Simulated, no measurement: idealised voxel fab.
voxel self aligned vias: a process module
285 nm wide, 5 nm square cells: that's cross-section cut.
A cross-section in this document is a grid of square cells, and it is written down as bands, the top band listed before the ones below it; a band is made up of one or more rows of cells.
Top height, bottom height, nm. Materials left to right, width each, nm. Single material + "everywhere" = fills band edge to edge. "air" = empty.
Convention: height 0 is the level below which the wafer, as received, is all one material. The lowest band does not terminate at the bottom but continues downward, represented as "0 -> down".
Top row gets the first number, bottom row gets the second, and each row in between changes by the same step: that is how a band width like "30 to 40" works.
"nothing got changed", as given for a step, is the statement that not any cell of the cross-section underwent a change during that step.
For the entry "Closed empty spaces", the listed items are empty spaces with no open way to the top whose size is 8 cells or more; each item follows the pattern width x height at distance, where distance is from the left edge and all three are in nm.
Post-settings text on a step line: simulator's own remark regarding the step.
The line of a step may include "overlay nm". On a step with a mask, this value is how far to the right of its planned place the mask lay. A negative value means the mask lay to the left.
### Intended process steps
1) op RECEIVE | material Si
2) op CONFORMAL_DEP | material SiO2 | thk nm 10
3) op CONFORMAL_DEP | material SiCN | thk nm 5
4) op DIRECTIONAL_DEP | material SiO2 | thk nm 30
5) op MASKED_ETCH | tone open | mask id LINES | width nm 25 | pitch nm 60 | etch materials SiO2 | depth nm 30 | overlay nm 0
6) op CONFORMAL_DEP | material TiN | thk nm 5
7) op FILL_DEP | material Ru | thk nm 5
8) op CMP | height nm 45
9) op SELECTIVE_ETCH | etch materials W Ru TiN | depth nm 10
10) op FILL_DEP | material SiN | thk nm 5
11) op CMP | height nm 45
12) op DIRECTIONAL_DEP | material SiO2 | thk nm 20
13) op DIRECTIONAL_DEP | material aC | thk nm 10
14) op PATTERN | tone open | mask id VIAS | material resist | width nm 45 | pitch nm 60 | thk nm 30 | overlay nm 0
15) op DIRECTIONAL_ETCH | etch materials aC | depth nm 10
16) op STRIP | etch materials resist
17) op DIRECTIONAL_ETCH | etch materials SiO2 | depth nm 20
18) op DIRECTIONAL_ETCH | etch materials SiN | depth nm 10
19) op STRIP | etch materials aC
20) op CONFORMAL_DEP | material TiN | thk nm 5
21) op FILL_DEP | material Ru | thk nm 10
22) op CMP | height nm 65
23) op CONFORMAL_DEP | material SiCN | thk nm 5
### The following pertains to the first of two wafers, which was processed as planned
### Incoming wafer in cross-section (state: after step 1)
    0 -> down: Si everywhere
    Closed empty spaces: none
### Sectional view: wafer, after step 2
    10 -> 0: SiO2 everywhere
    All layers under 0 are left as they were.
### Sectional view: wafer, after step 3
    15 -> 10: SiCN everywhere
    All layers under 10 are left as they were.
### Sectional view: wafer, after step 4
    45 -> 15: SiO2 everywhere
    All layers under 15 are left as they were.
### Sectional view: wafer, after step 5
    45 -> 15: SiO2=100 | air=25 | SiO2=35 | air=25 | SiO2=100
    All layers under 15 are left as they were.
### Sectional view: wafer, after step 6
    50 -> 45: TiN=105 | air=15 | TiN=45 | air=15 | TiN=105
    45 -> 20: SiO2=100 | TiN=5 | air=15 | TiN=5 | SiO2=35 | TiN=5 | air=15 | TiN=5 | SiO2=100
    20 -> 15: SiO2=100 | TiN=25 | SiO2=35 | TiN=25 | SiO2=100
    All layers under 15 are left as they were.
### Sectional view: wafer, after step 7
    55 -> 50: Ru everywhere
    50 -> 45: TiN=105 | Ru=15 | TiN=45 | Ru=15 | TiN=105
    45 -> 20: SiO2=100 | TiN=5 | Ru=15 | TiN=5 | SiO2=35 | TiN=5 | Ru=15 | TiN=5 | SiO2=100
    All layers under 20 are left as they were.
### Sectional view: wafer, after step 8
    45 -> 20: SiO2=100 | TiN=5 | Ru=15 | TiN=5 | SiO2=35 | TiN=5 | Ru=15 | TiN=5 | SiO2=100
    All layers under 20 are left as they were.
### Sectional view: wafer, after step 9
    45 -> 35: SiO2=100 | air=25 | SiO2=35 | air=25 | SiO2=100
    All layers under 35 are left as they were.
### Sectional view: wafer, after step 10
    50 -> 45: SiN everywhere
    45 -> 35: SiO2=100 | SiN=25 | SiO2=35 | SiN=25 | SiO2=100
    All layers under 35 are left as they were.
### Sectional view: wafer, after step 11
    45 -> 35: SiO2=100 | SiN=25 | SiO2=35 | SiN=25 | SiO2=100
    All layers under 35 are left as they were.
### Sectional view: wafer, after step 12
    65 -> 45: SiO2 everywhere
    All layers under 45 are left as they were.
### Sectional view: wafer, after step 13
    75 -> 65: aC everywhere
    All layers under 65 are left as they were.
### Sectional view: wafer, after step 14
    105 -> 75: resist=90 | air=45 | resist=15 | air=45 | resist=90
    All layers under 75 are left as they were.
### Sectional view: wafer, after step 15
    95 -> 75: resist=90 | air=45 | resist=15 | air=45 | resist=90
    75 -> 65: aC=90 | air=45 | aC=15 | air=45 | aC=90
    All layers under 65 are left as they were.
### Sectional view: wafer, after step 16
    75 -> 65: aC=90 | air=45 | aC=15 | air=45 | aC=90
    All layers under 65 are left as they were.
### Sectional view: wafer, after step 17
    75 -> 65: aC=90 | air=45 | aC=15 | air=45 | aC=90
    65 -> 45: SiO2=90 | air=45 | SiO2=15 | air=45 | SiO2=90
    All layers under 45 are left as they were.
### Sectional view: wafer, after step 18
    75 -> 65: aC=90 | air=45 | aC=15 | air=45 | aC=90
    65 -> 45: SiO2=90 | air=45 | SiO2=15 | air=45 | SiO2=90
    45 -> 35: SiO2=100 | air=25 | SiO2=35 | air=25 | SiO2=100
    All layers under 35 are left as they were.
### Sectional view: wafer, after step 19
    65 -> 45: SiO2=90 | air=45 | SiO2=15 | air=45 | SiO2=90
    All layers under 45 are left as they were.
### Sectional view: wafer, after step 20
    70 -> 65: TiN=95 | air=35 | TiN=25 | air=35 | TiN=95
    65 -> 50: SiO2=90 | TiN=5 | air=35 | TiN=5 | SiO2=15 | TiN=5 | air=35 | TiN=5 | SiO2=90
    50 -> 40: SiO2=90 to 100 | TiN=15 to 5 | air=15 | TiN=15 to 5 | SiO2=15 to 35 | TiN=15 to 5 | air=15 | TiN=15 to 5 | SiO2=90 to 100
    40 -> 35: SiO2=100 | TiN=25 | SiO2=35 | TiN=25 | SiO2=100
    All layers under 35 are left as they were.
### Sectional view: wafer, after step 21
    80 -> 70: Ru everywhere
    70 -> 65: TiN=95 | Ru=35 | TiN=25 | Ru=35 | TiN=95
    65 -> 50: SiO2=90 | TiN=5 | Ru=35 | TiN=5 | SiO2=15 | TiN=5 | Ru=35 | TiN=5 | SiO2=90
    50 -> 40: SiO2=90 to 100 | TiN=15 to 5 | Ru=15 | TiN=15 to 5 | SiO2=15 to 35 | TiN=15 to 5 | Ru=15 | TiN=15 to 5 | SiO2=90 to 100
    All layers under 40 are left as they were.
### Sectional view: wafer, after step 22
    65 -> 50: SiO2=90 | TiN=5 | Ru=35 | TiN=5 | SiO2=15 | TiN=5 | Ru=35 | TiN=5 | SiO2=90
    All layers under 50 are left as they were.
### Sectional view: wafer, after step 23
    70 -> 65: SiCN everywhere
    All layers under 65 are left as they were.
### Wafer two. Same start, same plan, one slip in execution. Same as wafer one through step 4, inclusive
### Cross-sectional view of the second wafer at the intended end time of process step 5
    45 -> 15: SiO2=110 | air=25 | SiO2=35 | air=25 | SiO2=90
    All layers under 15 are left as they were.
### Cross-sectional view of the second wafer at the intended end time of process step 6
    50 -> 45: TiN=115 | air=15 | TiN=45 | air=15 | TiN=95
    45 -> 20: SiO2=110 | TiN=5 | air=15 | TiN=5 | SiO2=35 | TiN=5 | air=15 | TiN=5 | SiO2=90
    20 -> 15: SiO2=110 | TiN=25 | SiO2=35 | TiN=25 | SiO2=90
    All layers under 15 are left as they were.
### Cross-sectional view of the second wafer at the intended end time of process step 7
    55 -> 50: Ru everywhere
    50 -> 45: TiN=115 | Ru=15 | TiN=45 | Ru=15 | TiN=95
    45 -> 20: SiO2=110 | TiN=5 | Ru=15 | TiN=5 | SiO2=35 | TiN=5 | Ru=15 | TiN=5 | SiO2=90
    All layers under 20 are left as they were.
### Cross-sectional view of the second wafer at the intended end time of process step 8
    45 -> 20: SiO2=110 | TiN=5 | Ru=15 | TiN=5 | SiO2=35 | TiN=5 | Ru=15 | TiN=5 | SiO2=90
    All layers under 20 are left as they were.
### Cross-sectional view of the second wafer at the intended end time of process step 9
    45 -> 35: SiO2=110 | air=25 | SiO2=35 | air=25 | SiO2=90
    All layers under 35 are left as they were.
### Cross-sectional view of the second wafer at the intended end time of process step 10
    50 -> 45: SiN everywhere
    45 -> 35: SiO2=110 | SiN=25 | SiO2=35 | SiN=25 | SiO2=90
    All layers under 35 are left as they were.
### Cross-sectional view of the second wafer at the intended end time of process step 11
    45 -> 35: SiO2=110 | SiN=25 | SiO2=35 | SiN=25 | SiO2=90
    All layers under 35 are left as they were.
### Cross-sectional view of the second wafer at the intended end time of process step 12
    65 -> 45: SiO2 everywhere
    All layers under 45 are left as they were.
### Cross-sectional view of the second wafer at the intended end time of process step 13
    75 -> 65: aC everywhere
    All layers under 65 are left as they were.
### Cross-sectional view of the second wafer at the intended end time of process step 14
    105 -> 75: resist=90 | air=45 | resist=15 | air=45 | resist=90
    All layers under 75 are left as they were.
### Cross-sectional view of the second wafer at the intended end time of process step 15
    95 -> 75: resist=90 | air=45 | resist=15 | air=45 | resist=90
    75 -> 65: aC=90 | air=45 | aC=15 | air=45 | aC=90
    All layers under 65 are left as they were.
### Cross-sectional view of the second wafer at the intended end time of process step 16
    75 -> 65: aC=90 | air=45 | aC=15 | air=45 | aC=90
    All layers under 65 are left as they were.
### Cross-sectional view of the second wafer at the intended end time of process step 17
    75 -> 65: aC=90 | air=45 | aC=15 | air=45 | aC=90
    65 -> 45: SiO2=90 | air=45 | SiO2=15 | air=45 | SiO2=90
    All layers under 45 are left as they were.
### Cross-sectional view of the second wafer at the intended end time of process step 18
    75 -> 65: aC=90 | air=45 | aC=15 | air=45 | aC=90
    65 -> 45: SiO2=90 | air=45 | SiO2=15 | air=45 | SiO2=90
    45 -> 35: SiO2=110 | air=25 | SiO2=35 | air=25 | SiO2=90
    All layers under 35 are left as they were.
### Cross-sectional view of the second wafer at the intended end time of process step 19
    65 -> 45: SiO2=90 | air=45 | SiO2=15 | air=45 | SiO2=90
    All layers under 45 are left as they were.
### Cross-sectional view of the second wafer at the intended end time of process step 20
    70 -> 65: TiN=95 | air=35 | TiN=25 | air=35 | TiN=95
    65 -> 50: SiO2=90 | TiN=5 | air=35 | TiN=5 | SiO2=15 | TiN=5 | air=35 | TiN=5 | SiO2=90
    50 -> 40: SiO2=90 to 110 | TiN=25 to 5 | air=15 | TiN=5 | SiO2=15 to 35 | TiN=25 to 5 | air=15 | TiN=5 | SiO2=90
    40 -> 35: SiO2=110 | TiN=25 | SiO2=35 | TiN=25 | SiO2=90
    All layers under 35 are left as they were.
### Cross-sectional view of the second wafer at the intended end time of process step 21
    80 -> 70: Ru everywhere
    70 -> 65: TiN=95 | Ru=35 | TiN=25 | Ru=35 | TiN=95
    65 -> 50: SiO2=90 | TiN=5 | Ru=35 | TiN=5 | SiO2=15 | TiN=5 | Ru=35 | TiN=5 | SiO2=90
    50 -> 40: SiO2=90 to 110 | TiN=25 to 5 | Ru=15 | TiN=5 | SiO2=15 to 35 | TiN=25 to 5 | Ru=15 | TiN=5 | SiO2=90
    All layers under 40 are left as they were.
### Cross-sectional view of the second wafer at the intended end time of process step 22
    65 -> 50: SiO2=90 | TiN=5 | Ru=35 | TiN=5 | SiO2=15 | TiN=5 | Ru=35 | TiN=5 | SiO2=90
    All layers under 50 are left as they were.
### Cross-sectional view of the second wafer at the intended end time of process step 23
    70 -> 65: SiCN everywhere
    All layers under 65 are left as they were.
So what did we get wrong on this run? not per plan at step 5, really ran op MASKED_ETCH | tone open | mask id LINES | width nm 25 | pitch nm 60 | etch materials SiO2 | depth nm 30 | overlay nm 10
By the end, you'd get the same cell count for each material on either wafer, but the second wafer puts them somewhere else.
